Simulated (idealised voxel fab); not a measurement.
Name of the process module below: voxel plated lines
cross-section cut | 265 nm wide | cells 5 nm
If you're reading a cross-section in this doc, picture square cells in a grid; it comes to you as bands, top ones listed first down to the bottom, and a band can be one or more rows of cells. Band: top and bottom heights (nm) first, top before bottom; then materials from left to right, widths in nm. "edge to edge" marks a sole material filling the band edge to edge. "blank" denotes empty space. Zero point of the height axis is 0; under it, received wafer = one material. Lowest band: continues down indefinitely, "0 nm and below". When a width is written as two numbers, as in "30..40", the first number is the width in the top row of cells of the band and the second is the width in its bottom row, and the width changes by the same amount from each row to the next. Where the words "no alteration" appear for a step, the cross-section shows no cell changed by that step; every cell remained as before. "Closed cavities": sealed empty spaces, 8 cells or more, no open way to top, listed width x height at distance, with distance from the left edge and width, height and distance in nm. after a step's settings: what the simulator itself notes on the step. The "overlay nm" setting may appear on a step's line; for a step that uses a mask, it gives how far to the right of its planned position the mask lay, and a negative value indicates the left.
Planned process steps:
- 1: RECEIVE,material Si
- 2: CONFORMAL_DEP,material SiO2,thk nm 5
- 3: DIRECTIONAL_DEP,material TiN,thk nm 5
- 4: PATTERN,tone open,mask id LINES,material resist,width nm 20,pitch nm 45,thk nm 25,overlay nm 0
- 5: EPI,material Ru,thk nm 5
- 6: EPI,material Ru,thk nm 5
- 7: STRIP,etch materials resist
- 8: DIRECTIONAL_ETCH,etch materials TiN,depth nm 5
- 9: CONFORMAL_DEP,material SiN,thk nm 5
Cross-section: wafer on arrival = after step 1:
- 0 nm and below | Si edge to edge
- Closed cavities: none
First wafer of two, sectioned at end of module; run went per plan:
- 25 nm to 20 nm | blank (50) | SiN (30) | blank (15) | SiN (30) | blank (15) | SiN (30) | blank (15) | SiN (30) | blank (50)
- 20 nm to 10 nm | blank (50) | SiN (5) | Ru (20) | SiN (5) | blank (15) | SiN (5) | Ru (20) | SiN (5) | blank (15) | SiN (5) | Ru (20) | SiN (5) | blank (15) | SiN (5) | Ru (20) | SiN (5) | blank (50)
- 10 nm to 5 nm | SiN (55) | TiN (20) | SiN (25) | TiN (20) | SiN (25) | TiN (20) | SiN (25) | TiN (20) | SiN (55)
- 5 nm to 0 nm | SiO2 edge to edge
- 0 nm and below | Si edge to edge
- Closed cavities: none
Here is the second of the two wafers cut open at the end of the module - same start, same plan as the first one, but we made one mistake running it:
- 25 nm to 20 nm | blank (50) | SiN (30) | blank (15) | SiN (30) | blank (15) | SiN (30) | blank (15) | SiN (30) | blank (50)
- 20 nm to 15 nm | SiN (55) | Ru (20) | SiN (25) | Ru (20) | SiN (25) | Ru (20) | SiN (25) | Ru (20) | SiN (55)
- 15 nm to 10 nm | Ru edge to edge
- 10 nm to 5 nm | TiN edge to edge
- 5 nm to 0 nm | SiO2 edge to edge
- 0 nm and below | Si edge to edge
- Closed cavities: none
Short version of what went wrong: plan steps 4 and 5 run swapped
Count the cells at the end and the second wafer has more or fewer of some materials than the first: Ru: 37 more, SiN: 16 fewer, TiN: 37 more
